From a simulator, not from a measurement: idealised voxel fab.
process module | voxel wiring stack
Cross-section cut: width 200 nm, square cells of 5 nm.
Just so we're on the same page, the cross-sections are grids of square cells, and they're listed out in bands top to bottom, each band one or more rows deep. Top, bottom (nm), then materials left to right with widths (nm); lone material tagged "all across" fills the whole band edge to edge; "empty" = empty space. We count height from 0. Below that, the starting wafer is all one material. The lowest band never ends at the bottom but goes on down; see "from 0 down" for how that is written. It should be noted that a width expressed as "30..40" varies in equal increments from row to row of cells within the band, taking the value of the first number at the top row and that of the second number at the bottom row. No cell of the cross-section changed in a step that is given as "no modification". Under "Closed void catalog" you'll find the enclosed gaps, the ones with no way out to the top, that are 8 cells or bigger; each reads width x height at distance, with distance counted from the left edge, everything in nm. If you see something after the settings on a step's line, that's the simulator's own remark about that step. What "overlay nm" on a step's line means: if the step has a mask, that mask lay this far to the right of its planned place, or, when the value is negative, to the left.
# Listed below are the process steps as planned
1) RECEIVE (material Si)
2) CONFORMAL_DEP (material SiO2; thk nm 15)
3) CONFORMAL_DEP (material SiN; thk nm 5)
4) DIRECTIONAL_DEP (material SiO2; thk nm 15)
5) DIRECTIONAL_DEP (material aC; thk nm 15)
6) PATTERN (tone open; mask id METAL_1; material resist; width nm 25; pitch nm 55; thk nm 30; overlay nm 0)
7) DIRECTIONAL_ETCH (etch materials aC; depth nm 15)
8) STRIP (etch materials resist)
9) DIRECTIONAL_ETCH (etch materials SiO2; depth nm 15)
10) DIRECTIONAL_ETCH (etch materials SiN; depth nm 5)
11) STRIP (etch materials aC)
12) CONFORMAL_DEP (material TiN; thk nm 5)
13) FILL_DEP (material Cu; thk nm 5)
14) CMP (height nm 35)
15) EPI (material Ru; thk nm 5)
16) FILL_DEP (material SiCN; thk nm 5)
17) DIRECTIONAL_DEP (material lowk; thk nm 20)
18) DIRECTIONAL_DEP (material aC; thk nm 15)
19) PATTERN (tone open; mask id PLUG_1; material resist; width nm 15; pitch nm 110; thk nm 30; overlay nm 0)
20) DIRECTIONAL_ETCH (etch materials aC; depth nm 15)
21) STRIP (etch materials resist)
22) DIRECTIONAL_ETCH (etch materials lowk; depth nm 20)
23) DIRECTIONAL_ETCH (etch materials SiCN; depth nm 5)
24) STRIP (etch materials aC)
25) EPI (material Ru; thk nm 10)
26) EPI (material Ru; thk nm 10)
27) EPI (material Ru; thk nm 5)
28) CONFORMAL_DEP (material SiN; thk nm 5)
29) DIRECTIONAL_DEP (material lowk; thk nm 20)
30) MASKED_ETCH (tone open; mask id METAL_2; width nm 25; pitch nm 55; etch materials lowk; depth nm 20; overlay nm 0)
31) MASKED_ETCH (tone open; mask id METAL_2; width nm 25; pitch nm 55; etch materials SiN; depth nm 5; overlay nm 0)
32) CONFORMAL_DEP (material TiN; thk nm 5)
33) FILL_DEP (material Ru; thk nm 5)
34) CMP (height nm 90)
35) EPI (material Ru; thk nm 5)
36) FILL_DEP (material SiCN; thk nm 5)
37) DIRECTIONAL_DEP (material lowk; thk nm 30)
38) PATTERN (tone open; mask id METAL_3_HOLES; material resist; width nm 15; pitch nm 110; thk nm 15; overlay nm 0)
39) DIRECTIONAL_ETCH (etch materials lowk; depth nm 30)
40) STRIP (etch materials resist)
41) MASKED_ETCH (tone open; mask id METAL_3; width nm 25; pitch nm 55; etch materials lowk; depth nm 15; overlay nm 0)
42) MASKED_ETCH (tone open; mask id METAL_3; width nm 25; pitch nm 55; etch materials SiCN; depth nm 5; overlay nm 0)
43) CONFORMAL_DEP (material TiN; thk nm 5)
44) FILL_DEP (material Cu; thk nm 10)
45) CMP (height nm 130)
46) CONFORMAL_DEP (material SiCN; thk nm 5)
47) DIRECTIONAL_DEP (material SiO2; thk nm 20)
48) MASKED_ETCH (tone open; mask id PLUG_3; width nm 15; pitch nm 110; etch materials SiO2; depth nm 20; overlay nm 0)
49) MASKED_ETCH (tone open; mask id PLUG_3; width nm 15; pitch nm 110; etch materials SiCN; depth nm 5; overlay nm 0)
50) EPI (material Ru; thk nm 10)
51) EPI (material Ru; thk nm 10)
52) EPI (material Ru; thk nm 5)
53) CONFORMAL_DEP (material SiN; thk nm 5)
54) DIRECTIONAL_DEP (material SiO2; thk nm 25)
55) PATTERN (tone open; mask id METAL_4; material resist; width nm 25; pitch nm 55; thk nm 20; overlay nm 0)
56) DIRECTIONAL_ETCH (etch materials SiO2; depth nm 25)
57) DIRECTIONAL_ETCH (etch materials SiN; depth nm 5)
58) STRIP (etch materials resist)
59) CONFORMAL_DEP (material TiN; thk nm 5)
60) FILL_DEP (material Cu; thk nm 5)
61) CMP (height nm 185)
62) CONFORMAL_DEP (material SiN; thk nm 5)
# First wafer of two (run as planned)
# Shown in cross-section is the wafer as received, that is, as it stands after step 1
	from 0 down  Si all across
	Closed void catalog: none
# Upon completion of step 2, the wafer appears in cross-section as shown
	from 15 to 0  SiO2 all across
	Heights below 0 show no change.
# Upon completion of step 3, the wafer appears in cross-section as shown
	from 20 to 15  SiN all across
	Heights below 15 show no change.
# Upon completion of step 4, the wafer appears in cross-section as shown
	from 35 to 20  SiO2 all across
	Heights below 20 show no change.
# Upon completion of step 5, the wafer appears in cross-section as shown
	from 50 to 35  aC all across
	Heights below 35 show no change.
# Upon completion of step 6, the wafer appears in cross-section as shown
	from 80 to 50  30 of resist, then 25 of empty, then 30 of resist, then 25 of empty, then 30 of resist, then 25 of empty, then 35 of resist
	Heights below 50 show no change.
# Upon completion of step 7, the wafer appears in cross-section as shown
	from 65 to 50  30 of resist, then 25 of empty, then 30 of resist, then 25 of empty, then 30 of resist, then 25 of empty, then 35 of resist
	from 50 to 35  30 of aC, then 25 of empty, then 30 of aC, then 25 of empty, then 30 of aC, then 25 of empty, then 35 of aC
	Heights below 35 show no change.
# Upon completion of step 8, the wafer appears in cross-section as shown
	from 50 to 35  30 of aC, then 25 of empty, then 30 of aC, then 25 of empty, then 30 of aC, then 25 of empty, then 35 of aC
	Heights below 35 show no change.
# Upon completion of step 9, the wafer appears in cross-section as shown
	from 50 to 35  30 of aC, then 25 of empty, then 30 of aC, then 25 of empty, then 30 of aC, then 25 of empty, then 35 of aC
	from 35 to 20  30 of SiO2, then 25 of empty, then 30 of SiO2, then 25 of empty, then 30 of SiO2, then 25 of empty, then 35 of SiO2
	Heights below 20 show no change.
# Upon completion of step 10, the wafer appears in cross-section as shown
	from 50 to 35  30 of aC, then 25 of empty, then 30 of aC, then 25 of empty, then 30 of aC, then 25 of empty, then 35 of aC
	from 35 to 20  30 of SiO2, then 25 of empty, then 30 of SiO2, then 25 of empty, then 30 of SiO2, then 25 of empty, then 35 of SiO2
	from 20 to 15  30 of SiN, then 25 of empty, then 30 of SiN, then 25 of empty, then 30 of SiN, then 25 of empty, then 35 of SiN
	Heights below 15 show no change.
# Upon completion of step 11, the wafer appears in cross-section as shown
	from 35 to 20  30 of SiO2, then 25 of empty, then 30 of SiO2, then 25 of empty, then 30 of SiO2, then 25 of empty, then 35 of SiO2
	Heights below 20 show no change.
# Upon completion of step 12, the wafer appears in cross-section as shown
	from 40 to 35  35 of TiN, then 15 of empty, then 40 of TiN, then 15 of empty, then 40 of TiN, then 15 of empty, then 40 of TiN
	from 35 to 20  30 of SiO2, then 5 of TiN, then 15 of empty, then 5 of TiN, then 30 of SiO2, then 5 of TiN, then 15 of empty, then 5 of TiN, then 30 of SiO2, then 5 of TiN, then 15 of empty, then 5 of TiN, then 35 of SiO2
	from 20 to 15  30 of SiN, then 25 of TiN, then 30 of SiN, then 25 of TiN, then 30 of SiN, then 25 of TiN, then 35 of SiN
	Heights below 15 show no change.
# Upon completion of step 13, the wafer appears in cross-section as shown
	from 45 to 40  Cu all across
	from 40 to 35  35 of TiN, then 15 of Cu, then 40 of TiN, then 15 of Cu, then 40 of TiN, then 15 of Cu, then 40 of TiN
	from 35 to 20  30 of SiO2, then 5 of TiN, then 15 of Cu, then 5 of TiN, then 30 of SiO2, then 5 of TiN, then 15 of Cu, then 5 of TiN, then 30 of SiO2, then 5 of TiN, then 15 of Cu, then 5 of TiN, then 35 of SiO2
	Heights below 20 show no change.
# Upon completion of step 14, the wafer appears in cross-section as shown
	from 35 to 20  30 of SiO2, then 5 of TiN, then 15 of Cu, then 5 of TiN, then 30 of SiO2, then 5 of TiN, then 15 of Cu, then 5 of TiN, then 30 of SiO2, then 5 of TiN, then 15 of Cu, then 5 of TiN, then 35 of SiO2
	Heights below 20 show no change.
# Upon completion of step 15, the wafer appears in cross-section as shown
	from 40 to 35  25 of empty, then 35 of Ru, then 20 of empty, then 35 of Ru, then 20 of empty, then 35 of Ru, then 30 of empty
	Heights below 35 show no change.
# Upon completion of step 16, the wafer appears in cross-section as shown
	from 45 to 40  SiCN all across
	from 40 to 35  25 of SiCN, then 35 of Ru, then 20 of SiCN, then 35 of Ru, then 20 of SiCN, then 35 of Ru, then 30 of SiCN
	Heights below 35 show no change.
# Upon completion of step 17, the wafer appears in cross-section as shown
	from 65 to 45  lowk all across
	Heights below 45 show no change.
# Upon completion of step 18, the wafer appears in cross-section as shown
	from 80 to 65  aC all across
	Heights below 65 show no change.
# Upon completion of step 19, the wafer appears in cross-section as shown
	from 110 to 80  30 of resist, then 15 of empty, then 95 of resist, then 15 of empty, then 45 of resist
	Heights below 80 show no change.
# Upon completion of step 20, the wafer appears in cross-section as shown
	from 95 to 80  30 of resist, then 15 of empty, then 95 of resist, then 15 of empty, then 45 of resist
	from 80 to 65  30 of aC, then 15 of empty, then 95 of aC, then 15 of empty, then 45 of aC
	Heights below 65 show no change.
# Upon completion of step 21, the wafer appears in cross-section as shown
	from 80 to 65  30 of aC, then 15 of empty, then 95 of aC, then 15 of empty, then 45 of aC
	Heights below 65 show no change.
# Upon completion of step 22, the wafer appears in cross-section as shown
	from 80 to 65  30 of aC, then 15 of empty, then 95 of aC, then 15 of empty, then 45 of aC
	from 65 to 45  30 of lowk, then 15 of empty, then 95 of lowk, then 15 of empty, then 45 of lowk
	Heights below 45 show no change.
# Upon completion of step 23, the wafer appears in cross-section as shown
	from 80 to 65  30 of aC, then 15 of empty, then 95 of aC, then 15 of empty, then 45 of aC
	from 65 to 45  30 of lowk, then 15 of empty, then 95 of lowk, then 15 of empty, then 45 of lowk
	from 45 to 40  30 of SiCN, then 15 of empty, then 95 of SiCN, then 15 of empty, then 45 of SiCN
	Heights below 40 show no change.
# Upon completion of step 24, the wafer appears in cross-section as shown
	from 65 to 45  30 of lowk, then 15 of empty, then 95 of lowk, then 15 of empty, then 45 of lowk
	Heights below 45 show no change.
# Upon completion of step 25, the wafer appears in cross-section as shown
	from 65 to 50  30 of lowk, then 15 of empty, then 95 of lowk, then 15 of empty, then 45 of lowk
	from 50 to 45  30 of lowk, then 15 of Ru, then 95 of lowk, then 15 of Ru, then 45 of lowk
	from 45 to 40  30 of SiCN, then 15 of Ru, then 95 of SiCN, then 15 of Ru, then 45 of SiCN
	Heights below 40 show no change.
# Upon completion of step 26, the wafer appears in cross-section as shown
	from 65 to 60  30 of lowk, then 15 of empty, then 95 of lowk, then 15 of empty, then 45 of lowk
	from 60 to 45  30 of lowk, then 15 of Ru, then 95 of lowk, then 15 of Ru, then 45 of lowk
	Heights below 45 show no change.
# Upon completion of step 27, the wafer appears in cross-section as shown
	from 65 to 45  30 of lowk, then 15 of Ru, then 95 of lowk, then 15 of Ru, then 45 of lowk
	Heights below 45 show no change.
# Upon completion of step 28, the wafer appears in cross-section as shown
	from 70 to 65  SiN all across
	Heights below 65 show no change.
# Upon completion of step 29, the wafer appears in cross-section as shown
	from 90 to 70  lowk all across
	Heights below 70 show no change.
# Upon completion of step 30, the wafer appears in cross-section as shown
	from 90 to 70  30 of lowk, then 25 of empty, then 30 of lowk, then 25 of empty, then 30 of lowk, then 25 of empty, then 35 of lowk
	Heights below 70 show no change.
# Upon completion of step 31, the wafer appears in cross-section as shown
	from 90 to 70  30 of lowk, then 25 of empty, then 30 of lowk, then 25 of empty, then 30 of lowk, then 25 of empty, then 35 of lowk
	from 70 to 65  30 of SiN, then 25 of empty, then 30 of SiN, then 25 of empty, then 30 of SiN, then 25 of empty, then 35 of SiN
	Heights below 65 show no change.
# Upon completion of step 32, the wafer appears in cross-section as shown
	from 95 to 90  35 of TiN, then 15 of empty, then 40 of TiN, then 15 of empty, then 40 of TiN, then 15 of empty, then 40 of TiN
	from 90 to 70  30 of lowk, then 5 of TiN, then 15 of empty, then 5 of TiN, then 30 of lowk, then 5 of TiN, then 15 of empty, then 5 of TiN, then 30 of lowk, then 5 of TiN, then 15 of empty, then 5 of TiN, then 35 of lowk
	from 70 to 65  30 of SiN, then 25 of TiN, then 30 of SiN, then 25 of TiN, then 30 of SiN, then 25 of TiN, then 35 of SiN
	Heights below 65 show no change.
# Upon completion of step 33, the wafer appears in cross-section as shown
	from 100 to 95  Ru all across
	from 95 to 90  35 of TiN, then 15 of Ru, then 40 of TiN, then 15 of Ru, then 40 of TiN, then 15 of Ru, then 40 of TiN
	from 90 to 70  30 of lowk, then 5 of TiN, then 15 of Ru, then 5 of TiN, then 30 of lowk, then 5 of TiN, then 15 of Ru, then 5 of TiN, then 30 of lowk, then 5 of TiN, then 15 of Ru, then 5 of TiN, then 35 of lowk
	Heights below 70 show no change.
# Upon completion of step 34, the wafer appears in cross-section as shown
	from 90 to 70  30 of lowk, then 5 of TiN, then 15 of Ru, then 5 of TiN, then 30 of lowk, then 5 of TiN, then 15 of Ru, then 5 of TiN, then 30 of lowk, then 5 of TiN, then 15 of Ru, then 5 of TiN, then 35 of lowk
	Heights below 70 show no change.
# Upon completion of step 35, the wafer appears in cross-section as shown
	from 95 to 90  25 of empty, then 35 of Ru, then 20 of empty, then 35 of Ru, then 20 of empty, then 35 of Ru, then 30 of empty
	Heights below 90 show no change.
# Upon completion of step 36, the wafer appears in cross-section as shown
	from 100 to 95  SiCN all across
	from 95 to 90  25 of SiCN, then 35 of Ru, then 20 of SiCN, then 35 of Ru, then 20 of SiCN, then 35 of Ru, then 30 of SiCN
	Heights below 90 show no change.
# Upon completion of step 37, the wafer appears in cross-section as shown
	from 130 to 100  lowk all across
	Heights below 100 show no change.
# Upon completion of step 38, the wafer appears in cross-section as shown
	from 145 to 130  30 of resist, then 15 of empty, then 95 of resist, then 15 of empty, then 45 of resist
	Heights below 130 show no change.
# Upon completion of step 39, the wafer appears in cross-section as shown
	from 145 to 130  30 of resist, then 15 of empty, then 95 of resist, then 15 of empty, then 45 of resist
	from 130 to 100  30 of lowk, then 15 of empty, then 95 of lowk, then 15 of empty, then 45 of lowk
	Heights below 100 show no change.
# Upon completion of step 40, the wafer appears in cross-section as shown
	from 130 to 100  30 of lowk, then 15 of empty, then 95 of lowk, then 15 of empty, then 45 of lowk
	Heights below 100 show no change.
# Upon completion of step 41, the wafer appears in cross-section as shown
	from 130 to 115  30 of lowk, then 25 of empty, then 30 of lowk, then 25 of empty, then 30 of lowk, then 25 of empty, then 35 of lowk
	Heights below 115 show no change.
# Upon completion of step 42, the wafer appears in cross-section as shown
	from 130 to 115  30 of lowk, then 25 of empty, then 30 of lowk, then 25 of empty, then 30 of lowk, then 25 of empty, then 35 of lowk
	from 115 to 100  30 of lowk, then 15 of empty, then 95 of lowk, then 15 of empty, then 45 of lowk
	from 100 to 95  30 of SiCN, then 15 of empty, then 95 of SiCN, then 15 of empty, then 45 of SiCN
	Heights below 95 show no change.
# Upon completion of step 43, the wafer appears in cross-section as shown
	from 135 to 130  35 of TiN, then 15 of empty, then 40 of TiN, then 15 of empty, then 40 of TiN, then 15 of empty, then 40 of TiN
	from 130 to 120  30 of lowk, then 5 of TiN, then 15 of empty, then 5 of TiN, then 30 of lowk, then 5 of TiN, then 15 of empty, then 5 of TiN, then 30 of lowk, then 5 of TiN, then 15 of empty, then 5 of TiN, then 35 of lowk
	from 120 to 115  30 of lowk, then 5 of TiN, then 5 of empty, then 15 of TiN, then 30 of lowk, then 25 of TiN, then 30 of lowk, then 5 of TiN, then 5 of empty, then 15 of TiN, then 35 of lowk
	from 115 to 100  30 of lowk, then 5 of TiN, then 5 of empty, then 5 of TiN, then 95 of lowk, then 5 of TiN, then 5 of empty, then 5 of TiN, then 45 of lowk
	from 100 to 95  30 of SiCN, then 15 of TiN, then 95 of SiCN, then 15 of TiN, then 45 of SiCN
	Heights below 95 show no change.
# Upon completion of step 44, the wafer appears in cross-section as shown
	from 145 to 135  Cu all across
	from 135 to 130  35 of TiN, then 15 of Cu, then 40 of TiN, then 15 of Cu, then 40 of TiN, then 15 of Cu, then 40 of TiN
	from 130 to 120  30 of lowk, then 5 of TiN, then 15 of Cu, then 5 of TiN, then 30 of lowk, then 5 of TiN, then 15 of Cu, then 5 of TiN, then 30 of lowk, then 5 of TiN, then 15 of Cu, then 5 of TiN, then 35 of lowk
	from 120 to 115  30 of lowk, then 5 of TiN, then 5 of Cu, then 15 of TiN, then 30 of lowk, then 25 of TiN, then 30 of lowk, then 5 of TiN, then 5 of Cu, then 15 of TiN, then 35 of lowk
	from 115 to 100  30 of lowk, then 5 of TiN, then 5 of Cu, then 5 of TiN, then 95 of lowk, then 5 of TiN, then 5 of Cu, then 5 of TiN, then 45 of lowk
	Heights below 100 show no change.
# Upon completion of step 45, the wafer appears in cross-section as shown
	from 130 to 120  30 of lowk, then 5 of TiN, then 15 of Cu, then 5 of TiN, then 30 of lowk, then 5 of TiN, then 15 of Cu, then 5 of TiN, then 30 of lowk, then 5 of TiN, then 15 of Cu, then 5 of TiN, then 35 of lowk
	Heights below 120 show no change.
# Upon completion of step 46, the wafer appears in cross-section as shown
	from 135 to 130  SiCN all across
	Heights below 130 show no change.
# Upon completion of step 47, the wafer appears in cross-section as shown
	from 155 to 135  SiO2 all across
	Heights below 135 show no change.
# Upon completion of step 48, the wafer appears in cross-section as shown
	from 155 to 135  30 of SiO2, then 15 of empty, then 95 of SiO2, then 15 of empty, then 45 of SiO2
	Heights below 135 show no change.
# Upon completion of step 49, the wafer appears in cross-section as shown
	from 155 to 135  30 of SiO2, then 15 of empty, then 95 of SiO2, then 15 of empty, then 45 of SiO2
	from 135 to 130  30 of SiCN, then 15 of empty, then 95 of SiCN, then 15 of empty, then 45 of SiCN
	Heights below 130 show no change.
# Upon completion of step 50, the wafer appears in cross-section as shown
	from 155 to 140  30 of SiO2, then 15 of empty, then 95 of SiO2, then 15 of empty, then 45 of SiO2
	from 140 to 135  30 of SiO2, then 15 of Ru, then 95 of SiO2, then 15 of Ru, then 45 of SiO2
	from 135 to 130  30 of SiCN, then 15 of Ru, then 95 of SiCN, then 15 of Ru, then 45 of SiCN
	Heights below 130 show no change.
# Upon completion of step 51, the wafer appears in cross-section as shown
	from 155 to 150  30 of SiO2, then 15 of empty, then 95 of SiO2, then 15 of empty, then 45 of SiO2
	from 150 to 135  30 of SiO2, then 15 of Ru, then 95 of SiO2, then 15 of Ru, then 45 of SiO2
	Heights below 135 show no change.
# Upon completion of step 52, the wafer appears in cross-section as shown
	from 155 to 135  30 of SiO2, then 15 of Ru, then 95 of SiO2, then 15 of Ru, then 45 of SiO2
	Heights below 135 show no change.
# Upon completion of step 53, the wafer appears in cross-section as shown
	from 160 to 155  SiN all across
	Heights below 155 show no change.
# Upon completion of step 54, the wafer appears in cross-section as shown
	from 185 to 160  SiO2 all across
	Heights below 160 show no change.
# Upon completion of step 55, the wafer appears in cross-section as shown
	from 205 to 185  30 of resist, then 25 of empty, then 30 of resist, then 25 of empty, then 30 of resist, then 25 of empty, then 35 of resist
	Heights below 185 show no change.
# Upon completion of step 56, the wafer appears in cross-section as shown
	from 205 to 185  30 of resist, then 25 of empty, then 30 of resist, then 25 of empty, then 30 of resist, then 25 of empty, then 35 of resist
	from 185 to 160  30 of SiO2, then 25 of empty, then 30 of SiO2, then 25 of empty, then 30 of SiO2, then 25 of empty, then 35 of SiO2
	Heights below 160 show no change.
# Upon completion of step 57, the wafer appears in cross-section as shown
	from 205 to 185  30 of resist, then 25 of empty, then 30 of resist, then 25 of empty, then 30 of resist, then 25 of empty, then 35 of resist
	from 185 to 160  30 of SiO2, then 25 of empty, then 30 of SiO2, then 25 of empty, then 30 of SiO2, then 25 of empty, then 35 of SiO2
	from 160 to 155  30 of SiN, then 25 of empty, then 30 of SiN, then 25 of empty, then 30 of SiN, then 25 of empty, then 35 of SiN
	Heights below 155 show no change.
# Upon completion of step 58, the wafer appears in cross-section as shown
	from 185 to 160  30 of SiO2, then 25 of empty, then 30 of SiO2, then 25 of empty, then 30 of SiO2, then 25 of empty, then 35 of SiO2
	Heights below 160 show no change.
# Upon completion of step 59, the wafer appears in cross-section as shown
	from 190 to 185  35 of TiN, then 15 of empty, then 40 of TiN, then 15 of empty, then 40 of TiN, then 15 of empty, then 40 of TiN
	from 185 to 160  30 of SiO2, then 5 of TiN, then 15 of empty, then 5 of TiN, then 30 of SiO2, then 5 of TiN, then 15 of empty, then 5 of TiN, then 30 of SiO2, then 5 of TiN, then 15 of empty, then 5 of TiN, then 35 of SiO2
	from 160 to 155  30 of SiN, then 25 of TiN, then 30 of SiN, then 25 of TiN, then 30 of SiN, then 25 of TiN, then 35 of SiN
	Heights below 155 show no change.
# Upon completion of step 60, the wafer appears in cross-section as shown
	from 195 to 190  Cu all across
	from 190 to 185  35 of TiN, then 15 of Cu, then 40 of TiN, then 15 of Cu, then 40 of TiN, then 15 of Cu, then 40 of TiN
	from 185 to 160  30 of SiO2, then 5 of TiN, then 15 of Cu, then 5 of TiN, then 30 of SiO2, then 5 of TiN, then 15 of Cu, then 5 of TiN, then 30 of SiO2, then 5 of TiN, then 15 of Cu, then 5 of TiN, then 35 of SiO2
	Heights below 160 show no change.
# Upon completion of step 61, the wafer appears in cross-section as shown
	from 185 to 160  30 of SiO2, then 5 of TiN, then 15 of Cu, then 5 of TiN, then 30 of SiO2, then 5 of TiN, then 15 of Cu, then 5 of TiN, then 30 of SiO2, then 5 of TiN, then 15 of Cu, then 5 of TiN, then 35 of SiO2
	Heights below 160 show no change.
# Upon completion of step 62, the wafer appears in cross-section as shown
	from 190 to 185  SiN all across
	Heights below 185 show no change.
# Wafer two: like wafer one in start and plan, but with one mistake in execution; identical up to and including step 40
# Second wafer, cross-section, planned end of step 41
	from 130 to 115  45 of empty, then 10 of lowk, then 30 of empty, then 25 of lowk, then 45 of empty, then 10 of lowk, then 35 of empty
	Heights below 115 show no change.
# Second wafer, cross-section, planned end of step 42
	from 130 to 115  45 of empty, then 10 of lowk, then 30 of empty, then 25 of lowk, then 45 of empty, then 10 of lowk, then 35 of empty
	from 115 to 100  30 of lowk, then 15 of empty, then 95 of lowk, then 15 of empty, then 45 of lowk
	from 100 to 95  30 of SiCN, then 15 of empty, then 95 of SiCN, then 15 of empty, then 45 of SiCN
	Heights below 95 show no change.
# Second wafer, cross-section, planned end of step 43
	from 135 to 130  40 of empty, then 20 of TiN, then 20 of empty, then 35 of TiN, then 35 of empty, then 20 of TiN, then 30 of empty
	from 130 to 120  40 of empty, then 5 of TiN, then 10 of lowk, then 5 of TiN, then 20 of empty, then 5 of TiN, then 25 of lowk, then 5 of TiN, then 35 of empty, then 5 of TiN, then 10 of lowk, then 5 of TiN, then 30 of empty
	from 120 to 115  35 of TiN, then 5 of empty, then 5 of TiN, then 10 of lowk, then 30 of TiN, then 25 of lowk, then 35 of TiN, then 5 of empty, then 5 of TiN, then 10 of lowk, then 35 of TiN
	from 115 to 100  30 of lowk, then 5 of TiN, then 5 of empty, then 5 of TiN, then 95 of lowk, then 5 of TiN, then 5 of empty, then 5 of TiN, then 45 of lowk
	from 100 to 95  30 of SiCN, then 15 of TiN, then 95 of SiCN, then 15 of TiN, then 45 of SiCN
	Heights below 95 show no change.
# Second wafer, cross-section, planned end of step 44
	from 145 to 135  Cu all across
	from 135 to 130  40 of Cu, then 20 of TiN, then 20 of Cu, then 35 of TiN, then 35 of Cu, then 20 of TiN, then 30 of Cu
	from 130 to 120  40 of Cu, then 5 of TiN, then 10 of lowk, then 5 of TiN, then 20 of Cu, then 5 of TiN, then 25 of lowk, then 5 of TiN, then 35 of Cu, then 5 of TiN, then 10 of lowk, then 5 of TiN, then 30 of Cu
	from 120 to 115  35 of TiN, then 5 of Cu, then 5 of TiN, then 10 of lowk, then 30 of TiN, then 25 of lowk, then 35 of TiN, then 5 of Cu, then 5 of TiN, then 10 of lowk, then 35 of TiN
	from 115 to 100  30 of lowk, then 5 of TiN, then 5 of Cu, then 5 of TiN, then 95 of lowk, then 5 of TiN, then 5 of Cu, then 5 of TiN, then 45 of lowk
	Heights below 100 show no change.
# Second wafer, cross-section, planned end of step 45
	from 130 to 120  40 of Cu, then 5 of TiN, then 10 of lowk, then 5 of TiN, then 20 of Cu, then 5 of TiN, then 25 of lowk, then 5 of TiN, then 35 of Cu, then 5 of TiN, then 10 of lowk, then 5 of TiN, then 30 of Cu
	Heights below 120 show no change.
# Second wafer, cross-section, planned end of step 46
	from 135 to 130  SiCN all across
	Heights below 130 show no change.
# Second wafer, cross-section, planned end of step 47
	from 155 to 135  SiO2 all across
	Heights below 135 show no change.
# Second wafer, cross-section, planned end of step 48
	from 155 to 135  30 of SiO2, then 15 of empty, then 95 of SiO2, then 15 of empty, then 45 of SiO2
	Heights below 135 show no change.
# Second wafer, cross-section, planned end of step 49
	from 155 to 135  30 of SiO2, then 15 of empty, then 95 of SiO2, then 15 of empty, then 45 of SiO2
	from 135 to 130  30 of SiCN, then 15 of empty, then 95 of SiCN, then 15 of empty, then 45 of SiCN
	Heights below 130 show no change.
# Second wafer, cross-section, planned end of step 50
	from 155 to 140  30 of SiO2, then 15 of empty, then 95 of SiO2, then 15 of empty, then 45 of SiO2
	from 140 to 135  30 of SiO2, then 15 of Ru, then 95 of SiO2, then 15 of Ru, then 45 of SiO2
	from 135 to 130  30 of SiCN, then 15 of Ru, then 95 of SiCN, then 15 of Ru, then 45 of SiCN
	Heights below 130 show no change.
# Second wafer, cross-section, planned end of step 51
	from 155 to 150  30 of SiO2, then 15 of empty, then 95 of SiO2, then 15 of empty, then 45 of SiO2
	from 150 to 135  30 of SiO2, then 15 of Ru, then 95 of SiO2, then 15 of Ru, then 45 of SiO2
	Heights below 135 show no change.
# Second wafer, cross-section, planned end of step 52
	from 155 to 135  30 of SiO2, then 15 of Ru, then 95 of SiO2, then 15 of Ru, then 45 of SiO2
	Heights below 135 show no change.
# Second wafer, cross-section, planned end of step 53
	from 160 to 155  SiN all across
	Heights below 155 show no change.
# Second wafer, cross-section, planned end of step 54
	from 185 to 160  SiO2 all across
	Heights below 160 show no change.
# Second wafer, cross-section, planned end of step 55
	from 205 to 185  30 of resist, then 25 of empty, then 30 of resist, then 25 of empty, then 30 of resist, then 25 of empty, then 35 of resist
	Heights below 185 show no change.
# Second wafer, cross-section, planned end of step 56
	from 205 to 185  30 of resist, then 25 of empty, then 30 of resist, then 25 of empty, then 30 of resist, then 25 of empty, then 35 of resist
	from 185 to 160  30 of SiO2, then 25 of empty, then 30 of SiO2, then 25 of empty, then 30 of SiO2, then 25 of empty, then 35 of SiO2
	Heights below 160 show no change.
# Second wafer, cross-section, planned end of step 57
	from 205 to 185  30 of resist, then 25 of empty, then 30 of resist, then 25 of empty, then 30 of resist, then 25 of empty, then 35 of resist
	from 185 to 160  30 of SiO2, then 25 of empty, then 30 of SiO2, then 25 of empty, then 30 of SiO2, then 25 of empty, then 35 of SiO2
	from 160 to 155  30 of SiN, then 25 of empty, then 30 of SiN, then 25 of empty, then 30 of SiN, then 25 of empty, then 35 of SiN
	Heights below 155 show no change.
# Second wafer, cross-section, planned end of step 58
	from 185 to 160  30 of SiO2, then 25 of empty, then 30 of SiO2, then 25 of empty, then 30 of SiO2, then 25 of empty, then 35 of SiO2
	Heights below 160 show no change.
# Second wafer, cross-section, planned end of step 59
	from 190 to 185  35 of TiN, then 15 of empty, then 40 of TiN, then 15 of empty, then 40 of TiN, then 15 of empty, then 40 of TiN
	from 185 to 160  30 of SiO2, then 5 of TiN, then 15 of empty, then 5 of TiN, then 30 of SiO2, then 5 of TiN, then 15 of empty, then 5 of TiN, then 30 of SiO2, then 5 of TiN, then 15 of empty, then 5 of TiN, then 35 of SiO2
	from 160 to 155  30 of SiN, then 25 of TiN, then 30 of SiN, then 25 of TiN, then 30 of SiN, then 25 of TiN, then 35 of SiN
	Heights below 155 show no change.
# Second wafer, cross-section, planned end of step 60
	from 195 to 190  Cu all across
	from 190 to 185  35 of TiN, then 15 of Cu, then 40 of TiN, then 15 of Cu, then 40 of TiN, then 15 of Cu, then 40 of TiN
	from 185 to 160  30 of SiO2, then 5 of TiN, then 15 of Cu, then 5 of TiN, then 30 of SiO2, then 5 of TiN, then 15 of Cu, then 5 of TiN, then 30 of SiO2, then 5 of TiN, then 15 of Cu, then 5 of TiN, then 35 of SiO2
	Heights below 160 show no change.
# Second wafer, cross-section, planned end of step 61
	from 185 to 160  30 of SiO2, then 5 of TiN, then 15 of Cu, then 5 of TiN, then 30 of SiO2, then 5 of TiN, then 15 of Cu, then 5 of TiN, then 30 of SiO2, then 5 of TiN, then 15 of Cu, then 5 of TiN, then 35 of SiO2
	Heights below 160 show no change.
# Second wafer, cross-section, planned end of step 62
	from 190 to 185  SiN all across
	Heights below 185 show no change.
So what did we get wrong on this run? in deviation from the planned setting, step 41 was conducted as MASKED_ETCH (tone cover; mask id METAL_3; width nm 25; pitch nm 55; etch materials lowk; depth nm 15; overlay nm 0)
The second wafer ends with more or fewer cells of some materials than the first, per final count: Cu: 32 more | TiN: 16 more | lowk: 48 fewer
